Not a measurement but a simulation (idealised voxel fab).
Process module, titled voxel fin reveal
Pictured: cross-section cut, 245 nm wide, on a grid of 5 nm square cells.
A cross-section is written here as square cells arranged in a grid, and it is given in bands from the top down, each band taking up one or more rows of cells.
Read a band's entry like this: the first values are the height of its top and the height of its bottom in nm, and what follows is the sequence of materials from left to right, each with its width in nm. Note that "empty" is empty space, and that a single material marked "throughout" reaches across the band from edge to edge.
Height 0 is the level under which the wafer as received is all one material. The lowest band goes on downwards, as in "top 0, no bottom".
The width entry "30->40" should be interpreted row by row: the top row of cells in the band takes the first number, the bottom row takes the second number, and the change between adjacent rows is uniform throughout.
Where the words "nothing different" appear for a step, the cross-section shows no cell changed by that step; every cell remained as before.
"Entrapped void list" lists enclosed empty spaces (at least 8 cells, no open path upward to the top), each as width x height at distance from the left edge, in nm.
Post-settings text on a step line: simulator's own remark regarding the step.
On any step carrying a mask, the "overlay nm" setting, if present on the step's line, tells how far right of its planned place the mask lay; negative values point to the left.

Process steps foreseen in the plan
1,RECEIVE, material Si
2,CONFORMAL_DEP, material SiN, thk nm 10
3,MASKED_ETCH, tone cover, mask id FINS, width nm 15, pitch nm 40, etch materials SiN, depth nm 10, overlay nm 0
4,MASKED_ETCH, tone cover, mask id FINS, width nm 15, pitch nm 40, etch materials Si, depth nm 35, overlay nm 0
5,OXIDIZE, depth nm 5
6,FILL_DEP, material SiO2, thk nm 15
7,CMP, height nm 10
8,SELECTIVE_ETCH, etch materials SiO2, depth nm 30
9,STRIP, etch materials SiN

As-received wafer cross-section (after step 1)
* top 0, no bottom: Si throughout
* Entrapped void list: none

End-of-module cross-section. Starting structure and process plan as above; one mistake made in running it
* top 0, bottom -5: empty: 100 / Si: 5 / empty: 35 / Si: 5 / empty: 100
* top -5, bottom -40: SiO2: 100 / Si: 5 / SiO2: 35 / Si: 5 / SiO2: 100
* top -40, no bottom: Si throughout
* Entrapped void list: none
Diagnosis: step 7 of the plan did not run at all; it was left out
